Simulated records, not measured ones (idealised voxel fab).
You're looking at the process module voxel ribs on slabs.
The cross-section shown here is cut; it is 270 nm wide and divided into square cells measuring 5 nm on a side.
Square cells in a grid make up a cross-section in this document, and the grid is given as bands, listed from the top down, each one or more rows of cells.
Look at the band entry: it leads with the top's height and the bottom's height in nm. Then it lists the materials left to right, with a width in nm for each. The word "everywhere" on a single material says that material fills the band edge to edge. The word "empty" is empty space.
We count height from 0. Below that, the starting wafer is all one material. The lowest band never ends at the bottom but goes on down; see "0..down" for how that is written.
Width: "30..40" (first number = top row, second number = bottom row, same change from row to row of cells).
You'll sometimes find "remained the same" written for a step, and that's the way of saying that nowhere in the cross-section did a cell change during that step.
Completely sealed voids: empty space of 8 cells or more with no open way to the top, each as width x height at its distance from the left edge, in nm
Heads up: the bit after the settings on a step's line is the simulator's remark on that step.
The optional step-line setting "overlay nm" applies to steps with a mask and quantifies how far to the right of its planned location the mask lay, a negative value indicating leftward placement.
# This section lists the process steps that were planned
1 op RECEIVE | material Si
2 op DIRECTIONAL_DEP | material SiO2 | thk nm 20
3 op DIRECTIONAL_DEP | material SiN | thk nm 15
4 op MASKED_ETCH | tone cover | mask id RIB | width nm 15 | etch materials SiN | depth nm 5 | overlay nm -15
5 op DIRECTIONAL_DEP | material aC | thk nm 10
6 op PATTERN | tone cover | mask id SLAB | material resist | width nm 65 | thk nm 30 | overlay nm 0
7 op DIRECTIONAL_ETCH | etch materials aC | depth nm 10
8 op STRIP | etch materials resist
9 op DIRECTIONAL_ETCH | etch materials SiN | depth nm 10
10 op STRIP | etch materials aC
11 op FILL_DEP | material SiO2 | thk nm 20
12 op CMP | height nm 50
13 op DIRECTIONAL_DEP | material W | thk nm 5
14 op PATTERN | tone cover | mask id HEATER | material resist | width nm 25 | thk nm 20 | overlay nm 0
15 op DIRECTIONAL_ETCH | etch materials W | depth nm 5
16 op STRIP | etch materials resist
17 op CONFORMAL_DEP | material SiO2 | thk nm 10
Quick note for whoever runs this: the wafers start identical, but the overlay nm at step 4 isn't the same across them. The plan just shows what the first wafer had.
# First of several wafers, received after step 1, in cross-section
	0..down = Si everywhere
	Completely sealed voids: none
# First of several wafers in cross-section at module end, following the final step, step 17
	65..60 = empty 110, then SiO2 45, then empty 115
	60..55 = SiO2 everywhere
	55..50 = SiO2 120, then W 25, then SiO2 125
	50..35 = SiO2 everywhere
	35..30 = SiO2 110, then SiN 15, then SiO2 145
	30..20 = SiO2 100, then SiN 65, then SiO2 105
	20..0 = SiO2 everywhere
	0..down = Si everywhere
	Completely sealed voids: none
# Cross-section at module completion, last wafer
	65..60 = empty 110, then SiO2 45, then empty 115
	60..55 = SiO2 everywhere
	55..50 = SiO2 120, then W 25, then SiO2 125
	50..35 = SiO2 everywhere
	35..30 = SiO2 140, then SiN 15, then SiO2 115
	30..20 = SiO2 100, then SiN 65, then SiO2 105
	20..0 = SiO2 everywhere
	0..down = Si everywhere
	Completely sealed voids: none
# Per-wafer rows below. For each material: cells gained (+) or lost (-) since the wafer was received, as of end of module. Then: closed voids
overlay nm -15 | +29 SiN | +623 SiO2 | +5 W | Completely sealed voids: none
overlay nm -10 | +29 SiN | +623 SiO2 | +5 W | Completely sealed voids: none
overlay nm -5 | +29 SiN | +623 SiO2 | +5 W | Completely sealed voids: none
overlay nm 0 | +29 SiN | +623 SiO2 | +5 W | Completely sealed voids: none
overlay nm 5 | +29 SiN | +623 SiO2 | +5 W | Completely sealed voids: none
overlay nm 10 | +29 SiN | +623 SiO2 | +5 W | Completely sealed voids: none
overlay nm 15 | +29 SiN | +623 SiO2 | +5 W | Completely sealed voids: none
